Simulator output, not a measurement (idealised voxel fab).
process module | voxel wiring stack
cross-section cut | 295 nm wide | cells 5 nm
A cross-section is a grid of square cells, given in bands from the top down. A band is one or more rows of cells.
Each band's line starts with the height of the band's top and of its bottom, in nm. Then come its materials from left to right, each with its width in nm. One material with "throughout" fills the band from edge to edge. "air" is empty space.
Height 0 is the level under which the wafer as received is all one material. The lowest band goes on downwards, as in "0 down".
A width such as "30 to 40" changes by the same amount from each row of cells to the next, from the band's top row to its bottom row.
"no change" after a step means that no cell of the cross-section changed.
closed voids: empty space of 8 cells or more with no open way to the top, each as width x height at its distance from the left edge, in nm
after a step's settings: what the simulator itself notes on the step
overlay nm, on a step with a mask: how far to the right of its planned place the mask lay; to the left if negative
plan
1 op RECEIVE | material Si
2 op CONFORMAL_DEP | material SiO2 | thk nm 10
3 op DIRECTIONAL_DEP | material TiN | thk nm 5
4 op DIRECTIONAL_DEP | material Ru | thk nm 20
5 op MASKED_ETCH | tone cover | mask id METAL_1 | width nm 30 | pitch nm 50 | etch materials Ru | depth nm 20 | overlay nm 0
6 op MASKED_ETCH | tone cover | mask id METAL_1 | width nm 30 | pitch nm 50 | etch materials TiN | depth nm 5 | overlay nm 0
7 op FILL_DEP | material SiO2 | thk nm 5
8 op CMP | height nm 35
9 op CONFORMAL_DEP | material SiCN | thk nm 5
10 op DIRECTIONAL_DEP | material lowk | thk nm 25
11 op MASKED_ETCH | tone open | mask id METAL_2_HOLES | width nm 15 | pitch nm 50 | etch materials lowk | depth nm 25 | overlay nm 0
12 op MASKED_ETCH | tone open | mask id METAL_2 | width nm 30 | pitch nm 50 | etch materials lowk | depth nm 15 | overlay nm 0
13 op MASKED_ETCH | tone open | mask id METAL_2 | width nm 30 | pitch nm 50 | etch materials SiCN | depth nm 5 | overlay nm 0
14 op CONFORMAL_DEP | material TiN | thk nm 5
15 op FILL_DEP | material Ru | thk nm 5
16 op CMP | height nm 65
17 op CONFORMAL_DEP | material SiCN | thk nm 5
18 op DIRECTIONAL_DEP | material SiO2 | thk nm 10
19 op MASKED_ETCH | tone open | mask id PLUG_2 | width nm 15 | pitch nm 100 | etch materials SiO2 | depth nm 10 | overlay nm 0
20 op MASKED_ETCH | tone open | mask id PLUG_2 | width nm 15 | pitch nm 100 | etch materials SiCN | depth nm 5 | overlay nm 0
21 op EPI | material Ru | thk nm 10
22 op EPI | material Ru | thk nm 5
23 op DIRECTIONAL_DEP | material TiN | thk nm 5
24 op DIRECTIONAL_DEP | material W | thk nm 25
25 op MASKED_ETCH | tone cover | mask id METAL_3 | width nm 30 | pitch nm 50 | etch materials W | depth nm 25 | overlay nm 0
26 op MASKED_ETCH | tone cover | mask id METAL_3 | width nm 30 | pitch nm 50 | etch materials TiN | depth nm 5 | overlay nm 0
27 op CONFORMAL_DEP | material SiCN | thk nm 5
28 op FILL_DEP | material lowk | thk nm 5
29 op CMP | height nm 110
30 op CONFORMAL_DEP | material SiCN | thk nm 5
31 op DIRECTIONAL_DEP | material SiO2 | thk nm 25
32 op DIRECTIONAL_DEP | material aC | thk nm 10
33 op PATTERN | tone open | mask id METAL_4 | material resist | width nm 30 | pitch nm 50 | thk nm 25 | overlay nm 0
34 op DIRECTIONAL_ETCH | etch materials aC | depth nm 10
35 op STRIP | etch materials resist
36 op DIRECTIONAL_ETCH | etch materials SiO2 | depth nm 15
37 op STRIP | etch materials aC
38 op MASKED_ETCH | tone open | mask id METAL_4_HOLES | width nm 15 | pitch nm 50 | etch materials SiO2 | depth nm 10 | overlay nm 0
39 op MASKED_ETCH | tone open | mask id METAL_4_HOLES | width nm 15 | pitch nm 50 | etch materials SiCN | depth nm 5 | overlay nm 0
40 op CONFORMAL_DEP | material TiN | thk nm 5
41 op FILL_DEP | material Cu | thk nm 10
42 op CMP | height nm 140
43 op CONFORMAL_DEP | material SiN | thk nm 5
first wafer, as planned
as received, after step 1
  0 down: Si throughout
  closed voids: none
after step 2
  10 to 0: SiO2 throughout
  below 0: unchanged
after step 3
  15 to 10: TiN throughout
  below 10: unchanged
after step 4
  35 to 15: Ru throughout
  below 15: unchanged
after step 5
  35 to 15: air 55 | Ru 30 | air 20 | Ru 30 | air 20 | Ru 30 | air 20 | Ru 30 | air 60
  below 15: unchanged
after step 6
  35 to 15: air 55 | Ru 30 | air 20 | Ru 30 | air 20 | Ru 30 | air 20 | Ru 30 | air 60
  15 to 10: air 55 | TiN 30 | air 20 | TiN 30 | air 20 | TiN 30 | air 20 | TiN 30 | air 60
  below 10: unchanged
after step 7
  40 to 35: SiO2 throughout
  35 to 15: SiO2 55 | Ru 30 | SiO2 20 | Ru 30 | SiO2 20 | Ru 30 | SiO2 20 | Ru 30 | SiO2 60
  15 to 10: SiO2 55 | TiN 30 | SiO2 20 | TiN 30 | SiO2 20 | TiN 30 | SiO2 20 | TiN 30 | SiO2 60
  below 10: unchanged
after step 8
  35 to 15: SiO2 55 | Ru 30 | SiO2 20 | Ru 30 | SiO2 20 | Ru 30 | SiO2 20 | Ru 30 | SiO2 60
  below 15: unchanged
after step 9
  40 to 35: SiCN throughout
  below 35: unchanged
after step 10
  65 to 40: lowk throughout
  below 40: unchanged
after step 11
  65 to 40: lowk 55 | air 15 | lowk 35 | air 15 | lowk 35 | air 15 | lowk 35 | air 15 | lowk 75
  below 40: unchanged
after step 12
  65 to 50: lowk 55 | air 30 | lowk 20 | air 30 | lowk 20 | air 30 | lowk 20 | air 30 | lowk 60
  below 50: unchanged
after step 13
  65 to 50: lowk 55 | air 30 | lowk 20 | air 30 | lowk 20 | air 30 | lowk 20 | air 30 | lowk 60
  50 to 40: lowk 55 | air 15 | lowk 35 | air 15 | lowk 35 | air 15 | lowk 35 | air 15 | lowk 75
  40 to 35: SiCN 55 | air 15 | SiCN 35 | air 15 | SiCN 35 | air 15 | SiCN 35 | air 15 | SiCN 75
  below 35: unchanged
after step 14
  70 to 65: TiN 60 | air 20 | TiN 30 | air 20 | TiN 30 | air 20 | TiN 30 | air 20 | TiN 65
  65 to 55: lowk 55 | TiN 5 | air 20 | TiN 5 | lowk 20 | TiN 5 | air 20 | TiN 5 | lowk 20 | TiN 5 | air 20 | TiN 5 | lowk 20 | TiN 5 | air 20 | TiN 5 | lowk 60
  55 to 50: lowk 55 | TiN 5 | air 5 | TiN 20 | lowk 20 | TiN 5 | air 5 | TiN 20 | lowk 20 | TiN 5 | air 5 | TiN 20 | lowk 20 | TiN 5 | air 5 | TiN 20 | lowk 60
  50 to 40: lowk 55 | TiN 5 | air 5 | TiN 5 | lowk 35 | TiN 5 | air 5 | TiN 5 | lowk 35 | TiN 5 | air 5 | TiN 5 | lowk 35 | TiN 5 | air 5 | TiN 5 | lowk 75
  40 to 35: SiCN 55 | TiN 15 | SiCN 35 | TiN 15 | SiCN 35 | TiN 15 | SiCN 35 | TiN 15 | SiCN 75
  below 35: unchanged
after step 15
  75 to 70: Ru throughout
  70 to 65: TiN 60 | Ru 20 | TiN 30 | Ru 20 | TiN 30 | Ru 20 | TiN 30 | Ru 20 | TiN 65
  65 to 55: lowk 55 | TiN 5 | Ru 20 | TiN 5 | lowk 20 | TiN 5 | Ru 20 | TiN 5 | lowk 20 | TiN 5 | Ru 20 | TiN 5 | lowk 20 | TiN 5 | Ru 20 | TiN 5 | lowk 60
  55 to 50: lowk 55 | TiN 5 | Ru 5 | TiN 20 | lowk 20 | TiN 5 | Ru 5 | TiN 20 | lowk 20 | TiN 5 | Ru 5 | TiN 20 | lowk 20 | TiN 5 | Ru 5 | TiN 20 | lowk 60
  50 to 40: lowk 55 | TiN 5 | Ru 5 | TiN 5 | lowk 35 | TiN 5 | Ru 5 | TiN 5 | lowk 35 | TiN 5 | Ru 5 | TiN 5 | lowk 35 | TiN 5 | Ru 5 | TiN 5 | lowk 75
  below 40: unchanged
after step 16
  65 to 55: lowk 55 | TiN 5 | Ru 20 | TiN 5 | lowk 20 | TiN 5 | Ru 20 | TiN 5 | lowk 20 | TiN 5 | Ru 20 | TiN 5 | lowk 20 | TiN 5 | Ru 20 | TiN 5 | lowk 60
  below 55: unchanged
after step 17
  70 to 65: SiCN throughout
  below 65: unchanged
after step 18
  80 to 70: SiO2 throughout
  below 70: unchanged
after step 19
  80 to 70: SiO2 55 | air 15 | SiO2 85 | air 15 | SiO2 125
  below 70: unchanged
after step 20
  80 to 70: SiO2 55 | air 15 | SiO2 85 | air 15 | SiO2 125
  70 to 65: SiCN 55 | air 15 | SiCN 85 | air 15 | SiCN 125
  below 65: unchanged
after step 21
  80 to 75: SiO2 55 | air 15 | SiO2 85 | air 15 | SiO2 125
  75 to 70: SiO2 55 | Ru 15 | SiO2 85 | Ru 15 | SiO2 125
  70 to 65: SiCN 55 | Ru 15 | SiCN 85 | Ru 15 | SiCN 125
  below 65: unchanged
after step 22
  80 to 70: SiO2 55 | Ru 15 | SiO2 85 | Ru 15 | SiO2 125
  below 70: unchanged
after step 23
  85 to 80: TiN throughout
  below 80: unchanged
after step 24
  110 to 85: W throughout
  below 85: unchanged
after step 25
  110 to 85: air 55 | W 30 | air 20 | W 30 | air 20 | W 30 | air 20 | W 30 | air 60
  below 85: unchanged
after step 26
  110 to 85: air 55 | W 30 | air 20 | W 30 | air 20 | W 30 | air 20 | W 30 | air 60
  85 to 80: air 55 | TiN 30 | air 20 | TiN 30 | air 20 | TiN 30 | air 20 | TiN 30 | air 60
  below 80: unchanged
after step 27
  115 to 110: air 50 | SiCN 40 | air 10 | SiCN 40 | air 10 | SiCN 40 | air 10 | SiCN 40 | air 55
  110 to 85: air 50 | SiCN 5 | W 30 | SiCN 5 | air 10 | SiCN 5 | W 30 | SiCN 5 | air 10 | SiCN 5 | W 30 | SiCN 5 | air 10 | SiCN 5 | W 30 | SiCN 5 | air 55
  85 to 80: SiCN 55 | TiN 30 | SiCN 20 | TiN 30 | SiCN 20 | TiN 30 | SiCN 20 | TiN 30 | SiCN 60
  below 80: unchanged
after step 28
  120 to 115: lowk throughout
  115 to 110: lowk 50 | SiCN 40 | lowk 10 | SiCN 40 | lowk 10 | SiCN 40 | lowk 10 | SiCN 40 | lowk 55
  110 to 85: lowk 50 | SiCN 5 | W 30 | SiCN 5 | lowk 10 | SiCN 5 | W 30 | SiCN 5 | lowk 10 | SiCN 5 | W 30 | SiCN 5 | lowk 10 | SiCN 5 | W 30 | SiCN 5 | lowk 55
  below 85: unchanged
after step 29
  110 to 85: lowk 50 | SiCN 5 | W 30 | SiCN 5 | lowk 10 | SiCN 5 | W 30 | SiCN 5 | lowk 10 | SiCN 5 | W 30 | SiCN 5 | lowk 10 | SiCN 5 | W 30 | SiCN 5 | lowk 55
  below 85: unchanged
after step 30
  115 to 110: SiCN throughout
  below 110: unchanged
after step 31
  140 to 115: SiO2 throughout
  below 115: unchanged
after step 32
  150 to 140: aC throughout
  below 140: unchanged
after step 33
  175 to 150: resist 55 | air 30 | resist 20 | air 30 | resist 20 | air 30 | resist 20 | air 30 | resist 60
  below 150: unchanged
after step 34
  165 to 150: resist 55 | air 30 | resist 20 | air 30 | resist 20 | air 30 | resist 20 | air 30 | resist 60
  150 to 140: aC 55 | air 30 | aC 20 | air 30 | aC 20 | air 30 | aC 20 | air 30 | aC 60
  below 140: unchanged
after step 35
  150 to 140: aC 55 | air 30 | aC 20 | air 30 | aC 20 | air 30 | aC 20 | air 30 | aC 60
  below 140: unchanged
after step 36
  150 to 140: aC 55 | air 30 | aC 20 | air 30 | aC 20 | air 30 | aC 20 | air 30 | aC 60
  140 to 125: SiO2 55 | air 30 | SiO2 20 | air 30 | SiO2 20 | air 30 | SiO2 20 | air 30 | SiO2 60
  below 125: unchanged
after step 37
  140 to 125: SiO2 55 | air 30 | SiO2 20 | air 30 | SiO2 20 | air 30 | SiO2 20 | air 30 | SiO2 60
  below 125: unchanged
after step 38
  140 to 125: SiO2 55 | air 30 | SiO2 20 | air 30 | SiO2 20 | air 30 | SiO2 20 | air 30 | SiO2 60
  125 to 115: SiO2 55 | air 15 | SiO2 35 | air 15 | SiO2 35 | air 15 | SiO2 35 | air 15 | SiO2 75
  below 115: unchanged
after step 39
  140 to 125: SiO2 55 | air 30 | SiO2 20 | air 30 | SiO2 20 | air 30 | SiO2 20 | air 30 | SiO2 60
  125 to 115: SiO2 55 | air 15 | SiO2 35 | air 15 | SiO2 35 | air 15 | SiO2 35 | air 15 | SiO2 75
  115 to 110: SiCN 55 | air 15 | SiCN 35 | air 15 | SiCN 35 | air 15 | SiCN 35 | air 15 | SiCN 75
  below 110: unchanged
after step 40
  145 to 140: TiN 60 | air 20 | TiN 30 | air 20 | TiN 30 | air 20 | TiN 30 | air 20 | TiN 65
  140 to 130: SiO2 55 | TiN 5 | air 20 | TiN 5 | SiO2 20 | TiN 5 | air 20 | TiN 5 | SiO2 20 | TiN 5 | air 20 | TiN 5 | SiO2 20 | TiN 5 | air 20 | TiN 5 | SiO2 60
  130 to 125: SiO2 55 | TiN 5 | air 5 | TiN 20 | SiO2 20 | TiN 5 | air 5 | TiN 20 | SiO2 20 | TiN 5 | air 5 | TiN 20 | SiO2 20 | TiN 5 | air 5 | TiN 20 | SiO2 60
  125 to 115: SiO2 55 | TiN 5 | air 5 | TiN 5 | SiO2 35 | TiN 5 | air 5 | TiN 5 | SiO2 35 | TiN 5 | air 5 | TiN 5 | SiO2 35 | TiN 5 | air 5 | TiN 5 | SiO2 75
  115 to 110: SiCN 55 | TiN 15 | SiCN 35 | TiN 15 | SiCN 35 | TiN 15 | SiCN 35 | TiN 15 | SiCN 75
  below 110: unchanged
after step 41
  155 to 145: Cu throughout
  145 to 140: TiN 60 | Cu 20 | TiN 30 | Cu 20 | TiN 30 | Cu 20 | TiN 30 | Cu 20 | TiN 65
  140 to 130: SiO2 55 | TiN 5 | Cu 20 | TiN 5 | SiO2 20 | TiN 5 | Cu 20 | TiN 5 | SiO2 20 | TiN 5 | Cu 20 | TiN 5 | SiO2 20 | TiN 5 | Cu 20 | TiN 5 | SiO2 60
  130 to 125: SiO2 55 | TiN 5 | Cu 5 | TiN 20 | SiO2 20 | TiN 5 | Cu 5 | TiN 20 | SiO2 20 | TiN 5 | Cu 5 | TiN 20 | SiO2 20 | TiN 5 | Cu 5 | TiN 20 | SiO2 60
  125 to 115: SiO2 55 | TiN 5 | Cu 5 | TiN 5 | SiO2 35 | TiN 5 | Cu 5 | TiN 5 | SiO2 35 | TiN 5 | Cu 5 | TiN 5 | SiO2 35 | TiN 5 | Cu 5 | TiN 5 | SiO2 75
  below 115: unchanged
after step 42
  140 to 130: SiO2 55 | TiN 5 | Cu 20 | TiN 5 | SiO2 20 | TiN 5 | Cu 20 | TiN 5 | SiO2 20 | TiN 5 | Cu 20 | TiN 5 | SiO2 20 | TiN 5 | Cu 20 | TiN 5 | SiO2 60
  below 130: unchanged
after step 43
  145 to 140: SiN throughout
  below 140: unchanged
second wafer: like start, like plan, one mistake. Through step 21 it matches the first wafer
when step 22 should have ended
  85 to 80: TiN 55 | air 15 | TiN 85 | air 15 | TiN 125
  80 to 75: SiO2 55 | TiN 15 | SiO2 85 | TiN 15 | SiO2 125
  below 75: unchanged
when step 23 should have ended
  90 to 85: Ru 60 | air 5 | Ru 95 | air 5 | Ru 130
  85 to 80: TiN 55 | Ru 15 | TiN 85 | Ru 15 | TiN 125
  below 80: unchanged
when step 24 should have ended
  115 to 110: W 60 | air 5 | W 95 | air 5 | W 130
  110 to 90: W throughout
  90 to 85: Ru 60 | W 5 | Ru 95 | W 5 | Ru 130
  below 85: unchanged
when step 25 should have ended
  115 to 110: air 55 | W 5 | air 5 | W 20 | air 20 | W 30 | air 20 | W 5 | air 5 | W 20 | air 20 | W 30 | air 60
  110 to 90: air 55 | W 30 | air 20 | W 30 | air 20 | W 30 | air 20 | W 30 | air 60
  below 90: unchanged
when step 26 should have ended: no change
when step 27 should have ended
  120 to 115: air 50 | SiCN 40 | air 10 | SiCN 40 | air 10 | SiCN 40 | air 10 | SiCN 40 | air 55
  115 to 110: air 50 | SiCN 5 | W 5 | SiCN 5 | W 20 | SiCN 5 | air 10 | SiCN 5 | W 30 | SiCN 5 | air 10 | SiCN 5 | W 5 | SiCN 5 | W 20 | SiCN 5 | air 10 | SiCN 5 | W 30 | SiCN 5 | air 55
  110 to 95: air 50 | SiCN 5 | W 30 | SiCN 5 | air 10 | SiCN 5 | W 30 | SiCN 5 | air 10 | SiCN 5 | W 30 | SiCN 5 | air 10 | SiCN 5 | W 30 | SiCN 5 | air 55
  95 to 90: SiCN 55 | W 30 | SiCN 20 | W 30 | SiCN 20 | W 30 | SiCN 20 | W 30 | SiCN 60
  below 90: unchanged
when step 28 should have ended
  125 to 120: lowk throughout
  120 to 115: lowk 50 | SiCN 40 | lowk 10 | SiCN 40 | lowk 10 | SiCN 40 | lowk 10 | SiCN 40 | lowk 55
  115 to 110: lowk 50 | SiCN 5 | W 5 | SiCN 5 | W 20 | SiCN 5 | lowk 10 | SiCN 5 | W 30 | SiCN 5 | lowk 10 | SiCN 5 | W 5 | SiCN 5 | W 20 | SiCN 5 | lowk 10 | SiCN 5 | W 30 | SiCN 5 | lowk 55
  110 to 95: lowk 50 | SiCN 5 | W 30 | SiCN 5 | lowk 10 | SiCN 5 | W 30 | SiCN 5 | lowk 10 | SiCN 5 | W 30 | SiCN 5 | lowk 10 | SiCN 5 | W 30 | SiCN 5 | lowk 55
  below 95: unchanged
when step 29 should have ended
  110 to 95: lowk 50 | SiCN 5 | W 30 | SiCN 5 | lowk 10 | SiCN 5 | W 30 | SiCN 5 | lowk 10 | SiCN 5 | W 30 | SiCN 5 | lowk 10 | SiCN 5 | W 30 | SiCN 5 | lowk 55
  below 95: unchanged
when step 30 should have ended
  115 to 110: SiCN throughout
  below 110: unchanged
when step 31 should have ended
  140 to 115: SiO2 throughout
  below 115: unchanged
when step 32 should have ended
  150 to 140: aC throughout
  below 140: unchanged
when step 33 should have ended
  175 to 150: resist 55 | air 30 | resist 20 | air 30 | resist 20 | air 30 | resist 20 | air 30 | resist 60
  below 150: unchanged
when step 34 should have ended
  165 to 150: resist 55 | air 30 | resist 20 | air 30 | resist 20 | air 30 | resist 20 | air 30 | resist 60
  150 to 140: aC 55 | air 30 | aC 20 | air 30 | aC 20 | air 30 | aC 20 | air 30 | aC 60
  below 140: unchanged
when step 35 should have ended
  150 to 140: aC 55 | air 30 | aC 20 | air 30 | aC 20 | air 30 | aC 20 | air 30 | aC 60
  below 140: unchanged
when step 36 should have ended
  150 to 140: aC 55 | air 30 | aC 20 | air 30 | aC 20 | air 30 | aC 20 | air 30 | aC 60
  140 to 125: SiO2 55 | air 30 | SiO2 20 | air 30 | SiO2 20 | air 30 | SiO2 20 | air 30 | SiO2 60
  below 125: unchanged
when step 37 should have ended
  140 to 125: SiO2 55 | air 30 | SiO2 20 | air 30 | SiO2 20 | air 30 | SiO2 20 | air 30 | SiO2 60
  below 125: unchanged
when step 38 should have ended
  140 to 125: SiO2 55 | air 30 | SiO2 20 | air 30 | SiO2 20 | air 30 | SiO2 20 | air 30 | SiO2 60
  125 to 115: SiO2 55 | air 15 | SiO2 35 | air 15 | SiO2 35 | air 15 | SiO2 35 | air 15 | SiO2 75
  below 115: unchanged
when step 39 should have ended
  140 to 125: SiO2 55 | air 30 | SiO2 20 | air 30 | SiO2 20 | air 30 | SiO2 20 | air 30 | SiO2 60
  125 to 115: SiO2 55 | air 15 | SiO2 35 | air 15 | SiO2 35 | air 15 | SiO2 35 | air 15 | SiO2 75
  115 to 110: SiCN 55 | air 15 | SiCN 35 | air 15 | SiCN 35 | air 15 | SiCN 35 | air 15 | SiCN 75
  below 110: unchanged
when step 40 should have ended
  145 to 140: TiN 60 | air 20 | TiN 30 | air 20 | TiN 30 | air 20 | TiN 30 | air 20 | TiN 65
  140 to 130: SiO2 55 | TiN 5 | air 20 | TiN 5 | SiO2 20 | TiN 5 | air 20 | TiN 5 | SiO2 20 | TiN 5 | air 20 | TiN 5 | SiO2 20 | TiN 5 | air 20 | TiN 5 | SiO2 60
  130 to 125: SiO2 55 | TiN 5 | air 5 | TiN 20 | SiO2 20 | TiN 5 | air 5 | TiN 20 | SiO2 20 | TiN 5 | air 5 | TiN 20 | SiO2 20 | TiN 5 | air 5 | TiN 20 | SiO2 60
  125 to 115: SiO2 55 | TiN 5 | air 5 | TiN 5 | SiO2 35 | TiN 5 | air 5 | TiN 5 | SiO2 35 | TiN 5 | air 5 | TiN 5 | SiO2 35 | TiN 5 | air 5 | TiN 5 | SiO2 75
  115 to 110: SiCN 55 | TiN 15 | SiCN 35 | TiN 15 | SiCN 35 | TiN 15 | SiCN 35 | TiN 15 | SiCN 75
  below 110: unchanged
when step 41 should have ended
  155 to 145: Cu throughout
  145 to 140: TiN 60 | Cu 20 | TiN 30 | Cu 20 | TiN 30 | Cu 20 | TiN 30 | Cu 20 | TiN 65
  140 to 130: SiO2 55 | TiN 5 | Cu 20 | TiN 5 | SiO2 20 | TiN 5 | Cu 20 | TiN 5 | SiO2 20 | TiN 5 | Cu 20 | TiN 5 | SiO2 20 | TiN 5 | Cu 20 | TiN 5 | SiO2 60
  130 to 125: SiO2 55 | TiN 5 | Cu 5 | TiN 20 | SiO2 20 | TiN 5 | Cu 5 | TiN 20 | SiO2 20 | TiN 5 | Cu 5 | TiN 20 | SiO2 20 | TiN 5 | Cu 5 | TiN 20 | SiO2 60
  125 to 115: SiO2 55 | TiN 5 | Cu 5 | TiN 5 | SiO2 35 | TiN 5 | Cu 5 | TiN 5 | SiO2 35 | TiN 5 | Cu 5 | TiN 5 | SiO2 35 | TiN 5 | Cu 5 | TiN 5 | SiO2 75
  below 115: unchanged
when step 42 should have ended
  140 to 130: SiO2 55 | TiN 5 | Cu 20 | TiN 5 | SiO2 20 | TiN 5 | Cu 20 | TiN 5 | SiO2 20 | TiN 5 | Cu 20 | TiN 5 | SiO2 20 | TiN 5 | Cu 20 | TiN 5 | SiO2 60
  below 130: unchanged
when step 43 should have ended
  145 to 140: SiN throughout
  below 140: unchanged
what went wrong: steps 22 and 23 were swapped
at the end the second wafer has, in cells: 57 more of Ru | 16 fewer of SiCN | 35 more of TiN | 22 fewer of W | 54 fewer of lowk
